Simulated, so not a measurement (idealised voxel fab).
This section sets out a process module, namely voxel self aligned vias.
Square cell edge 5 nm, section width 220 nm, ID cut.
Cross-section layout: square cells on a grid; listed as bands, top to bottom; a band spans one or more cell rows. The entry gives the band's vertical extent as a top height and a bottom height in nm, then its horizontal make-up as materials from left to right, each with a width in nm. "blank" stands for empty space; a single material marked "all across" fills the band edge to edge. Measure heights from 0. That's the level where, below it, the as-received wafer is all one material. The lowest band is bottomless and extends downward; write it as in "top 0, no bottom". Quick explanation for "30 to 40": the width changes in equal steps down the rows of cells, from the first number in the band's top row to the second number in its bottom row. Reading "nothing altered" for a step: not a cell of the cross-section changed in it. The entry "Fully enclosed voids" lists the empty spaces that cover at least 8 cells and have no open path to the top. Each is written as width x height at distance, where the distance is measured from the left edge and all three values are in nm. Post-settings text on a step line: simulator's own remark regarding the step. "overlay nm" denotes, for a step that has a mask, the displacement of the mask to the right of its planned place, with negative values corresponding to the left.
[Planned step list for the process]
1,RECEIVE (material Si)
2,CONFORMAL_DEP (material SiO2; thk nm 10)
3,CONFORMAL_DEP (material SiCN; thk nm 5)
4,DIRECTIONAL_DEP (material lowk; thk nm 20)
5,PATTERN (tone open; mask id LINES; material resist; width nm 25; pitch nm 70; thk nm 15; overlay nm 0)
6,DIRECTIONAL_ETCH (etch materials lowk; depth nm 20)
7,STRIP (etch materials resist)
8,CONFORMAL_DEP (material TiN; thk nm 5)
9,FILL_DEP (material W; thk nm 5)
10,CMP (height nm 35)
11,SELECTIVE_ETCH (etch materials W Ru TiN; depth nm 5)
12,FILL_DEP (material SiN; thk nm 5)
13,CMP (height nm 35)
14,DIRECTIONAL_DEP (material lowk; thk nm 20)
15,PATTERN (tone open; mask id VIAS; material resist; width nm 45; thk nm 20; overlay nm 0)
16,DIRECTIONAL_ETCH (etch materials lowk; depth nm 20)
17,DIRECTIONAL_ETCH (etch materials SiN; depth nm 5)
18,STRIP (etch materials resist)
19,CONFORMAL_DEP (material TiN; thk nm 5)
20,FILL_DEP (material W; thk nm 5)
21,CMP (height nm 55)
22,CONFORMAL_DEP (material SiCN; thk nm 5)
[The cross-section here shows the wafer as received, i.e. in its state after step 1]
> top 0, no bottom = Si all across
> Fully enclosed voids: none
[Cross-section, first of two wafers, end of module, run as planned]
> top 60, bottom 55 = SiCN all across
> top 55, bottom 40 = 50 nm lowk / 5 nm TiN / 35 nm W / 5 nm TiN / 125 nm lowk
> top 40, bottom 35 = 50 nm lowk / 15 nm TiN / 15 nm W / 15 nm TiN / 125 nm lowk
> top 35, bottom 30 = 60 nm lowk / 25 nm TiN / 45 nm lowk / 25 nm SiN / 65 nm lowk
> top 30, bottom 20 = 60 nm lowk / 5 nm TiN / 15 nm W / 5 nm TiN / 45 nm lowk / 5 nm TiN / 15 nm W / 5 nm TiN / 65 nm lowk
> top 20, bottom 15 = 60 nm lowk / 25 nm TiN / 45 nm lowk / 25 nm TiN / 65 nm lowk
> top 15, bottom 10 = SiCN all across
> top 10, bottom 0 = SiO2 all across
> top 0, no bottom = Si all across
> Fully enclosed voids: none
[This is the second of the two wafers, cross-sectioned at the end of the module; it started exactly like the first and was given the same plan, but it was run with one mistake]
> top 50, bottom 45 = SiCN all across
> top 45, bottom 35 = 50 nm lowk / 5 to 15 nm TiN / 35 to 15 nm W / 5 to 15 nm TiN / 125 nm lowk
> top 35, bottom 30 = 60 nm lowk / 25 nm TiN / 45 nm lowk / 25 nm SiN / 65 nm lowk
> top 30, bottom 20 = 60 nm lowk / 5 nm TiN / 15 nm W / 5 nm TiN / 45 nm lowk / 5 nm TiN / 15 nm W / 5 nm TiN / 65 nm lowk
> top 20, bottom 15 = 60 nm lowk / 25 nm TiN / 45 nm lowk / 25 nm TiN / 65 nm lowk
> top 15, bottom 10 = SiCN all across
> top 10, bottom 0 = SiO2 all across
> top 0, no bottom = Si all across
> Fully enclosed voids: none
Which mistake was made when the wafer was run? not per plan at step 21, really ran CMP (height nm 45)
The second wafer ends with more or fewer cells of some materials than the first, per final count: TiN: 4 fewer | W: 14 fewer | lowk: 70 fewer
